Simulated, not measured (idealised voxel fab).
A process module follows: voxel wiring stack.
This is section cut - it's 175 nm across, gridded in 5 nm square cells.
Notation: cross-section as square-cell grid; stated in bands, top first, going down; one or more cell rows per band. Read a band's entry like this: the first values are the height of its top and the height of its bottom in nm, and what follows is the sequence of materials from left to right, each with its width in nm. Note that "blank" is empty space, and that a single material marked "throughout" reaches across the band from edge to edge. Basically, 0 is our baseline, since under it the wafer straight out of the box is all one material. The bottom band has no lower end and keeps on going down, so it looks like "0 nm and below". Width spec "30->40" -> top row of cells at first value, bottom row at second value, equal per-row change in between. The cross-section has no changed cell in any step marked "stayed the same". Empty spaces counting at least 8 cells and having no open way to the top are listed in "Fully closed voids". The notation width x height at distance is used for each, the distance being from the left edge and all three values in nm. Anything after a step's settings on that line? It's the simulator's own note about the step. overlay nm: step with mask; distance mask lay right of planned place; negative value = left of planned place.
**The planned process steps are enumerated hereunder**
1: op RECEIVE | material Si
2: op CONFORMAL_DEP | material SiO2 | thk nm 15
3: op DIRECTIONAL_DEP | material TiN | thk nm 5
4: op DIRECTIONAL_DEP | material Ru | thk nm 15
5: op MASKED_ETCH | tone cover | mask id METAL_1 | width nm 25 | pitch nm 55 | etch materials Ru | depth nm 15 | overlay nm 0
6: op MASKED_ETCH | tone cover | mask id METAL_1 | width nm 25 | pitch nm 55 | etch materials TiN | depth nm 5 | overlay nm 0
7: op FILL_DEP | material lowk | thk nm 5
8: op CMP | height nm 35
9: op CONFORMAL_DEP | material SiCN | thk nm 5
10: op DIRECTIONAL_DEP | material lowk | thk nm 10
11: op DIRECTIONAL_DEP | material aC | thk nm 15
12: op PATTERN | tone open | mask id PLUG_1 | material resist | width nm 15 | pitch nm 55 | thk nm 30 | overlay nm 0
13: op DIRECTIONAL_ETCH | etch materials aC | depth nm 15
14: op STRIP | etch materials resist
15: op DIRECTIONAL_ETCH | etch materials lowk | depth nm 10
16: op DIRECTIONAL_ETCH | etch materials SiCN | depth nm 5
17: op STRIP | etch materials aC
18: op CONFORMAL_DEP | material TiN | thk nm 5
19: op FILL_DEP | material Ru | thk nm 5
20: op CMP | height nm 50
21: op CONFORMAL_DEP | material SiCN | thk nm 5
22: op DIRECTIONAL_DEP | material SiO2 | thk nm 15
23: op PATTERN | tone open | mask id METAL_2 | material resist | width nm 25 | pitch nm 55 | thk nm 15 | overlay nm 0
24: op DIRECTIONAL_ETCH | etch materials SiO2 | depth nm 15
25: op DIRECTIONAL_ETCH | etch materials SiCN | depth nm 5
26: op STRIP | etch materials resist
27: op CONFORMAL_DEP | material TiN | thk nm 5
28: op FILL_DEP | material Ru | thk nm 5
29: op CMP | height nm 70
30: op CONFORMAL_DEP | material SiCN | thk nm 5
31: op DIRECTIONAL_DEP | material SiO2 | thk nm 30
32: op MASKED_ETCH | tone open | mask id METAL_3_HOLES | width nm 15 | etch materials SiO2 | depth nm 30 | overlay nm 0
33: op MASKED_ETCH | tone open | mask id METAL_3 | width nm 25 | pitch nm 55 | etch materials SiO2 | depth nm 15 | overlay nm 0
34: op MASKED_ETCH | tone open | mask id METAL_3 | width nm 25 | pitch nm 55 | etch materials SiCN | depth nm 5 | overlay nm 0
35: op CONFORMAL_DEP | material TiN | thk nm 5
36: op FILL_DEP | material Ru | thk nm 5
37: op CMP | height nm 105
38: op CONFORMAL_DEP | material SiCN | thk nm 5
**Wafer at receipt (post step 1), cross-section**
    0 nm and below  Si throughout
    Fully closed voids: none
**Module complete - cross-section of the first of two wafers, run according to plan**
    110 nm to 105 nm  SiCN throughout
    105 nm to 95 nm  45 of SiO2; 5 of TiN; 15 of Ru; 5 of TiN; 30 of SiO2; 5 of TiN; 15 of Ru; 5 of TiN; 50 of SiO2
    95 nm to 90 nm  45 of SiO2; 5 of TiN; 5 of Ru; 15 of TiN; 30 of SiO2; 25 of TiN; 50 of SiO2
    90 nm to 75 nm  45 of SiO2; 5 of TiN; 5 of Ru; 5 of TiN; 115 of SiO2
    75 nm to 70 nm  45 of SiCN; 15 of TiN; 115 of SiCN
    70 nm to 55 nm  45 of SiO2; 5 of TiN; 15 of Ru; 5 of TiN; 30 of SiO2; 5 of TiN; 15 of Ru; 5 of TiN; 50 of SiO2
    55 nm to 50 nm  45 of SiCN; 25 of TiN; 30 of SiCN; 25 of TiN; 50 of SiCN
    50 nm to 40 nm  45 of lowk; 5 of TiN; 5 of Ru; 5 of TiN; 40 of lowk; 5 of TiN; 5 of Ru; 5 of TiN; 60 of lowk
    40 nm to 35 nm  45 of SiCN; 15 of TiN; 40 of SiCN; 15 of TiN; 60 of SiCN
    35 nm to 20 nm  45 of lowk; 25 of Ru; 30 of lowk; 25 of Ru; 50 of lowk
    20 nm to 15 nm  45 of lowk; 25 of TiN; 30 of lowk; 25 of TiN; 50 of lowk
    15 nm to 0 nm  SiO2 throughout
    0 nm and below  Si throughout
    Fully closed voids: none
**End-of-module cross-section of the second wafer: identical starting point and process plan to the first, with one processing mistake**
    110 nm to 105 nm  SiCN throughout
    105 nm to 95 nm  45 of SiO2; 5 of TiN; 15 of Ru; 5 of TiN; 30 of SiO2; 5 of TiN; 15 of Ru; 5 of TiN; 50 of SiO2
    95 nm to 90 nm  45 of SiO2; 5 of TiN; 5 of Ru; 15 of TiN; 30 of SiO2; 25 of TiN; 50 of SiO2
    90 nm to 75 nm  45 of SiO2; 5 of TiN; 5 of Ru; 5 of TiN; 115 of SiO2
    75 nm to 70 nm  45 of SiCN; 15 of TiN; 115 of SiCN
    70 nm to 55 nm  45 of SiO2; 5 of TiN; 15 of Ru; 5 of TiN; 30 of SiO2; 5 of TiN; 15 of Ru; 5 of TiN; 50 of SiO2
    55 nm to 50 nm  45 of SiCN; 25 of TiN; 30 of SiCN; 25 of TiN; 50 of SiCN
    50 nm to 40 nm  40 of Ru; 5 of TiN; 15 of lowk; 5 of TiN; 30 of Ru; 5 of TiN; 15 of lowk; 5 of TiN; 55 of Ru
    40 nm to 35 nm  45 of TiN; 15 of SiCN; 40 of TiN; 15 of SiCN; 60 of TiN
    35 nm to 20 nm  45 of lowk; 25 of Ru; 30 of lowk; 25 of Ru; 50 of lowk
    20 nm to 15 nm  45 of lowk; 25 of TiN; 30 of lowk; 25 of TiN; 50 of lowk
    15 nm to 0 nm  SiO2 throughout
    0 nm and below  Si throughout
    Fully closed voids: none
It is concluded that the wafer was processed incorrectly with respect to the plan, in that step 12 did not use the planned setting and instead ran as op PATTERN | tone cover | mask id PLUG_1 | material resist | width nm 15 | pitch nm 55 | thk nm 30 | overlay nm 0
In the final state, the cell counts of the second wafer exceed or fall short of those of the first for the following materials: Ru: 46 more, SiCN: 23 fewer, TiN: 23 more, lowk: 46 fewer
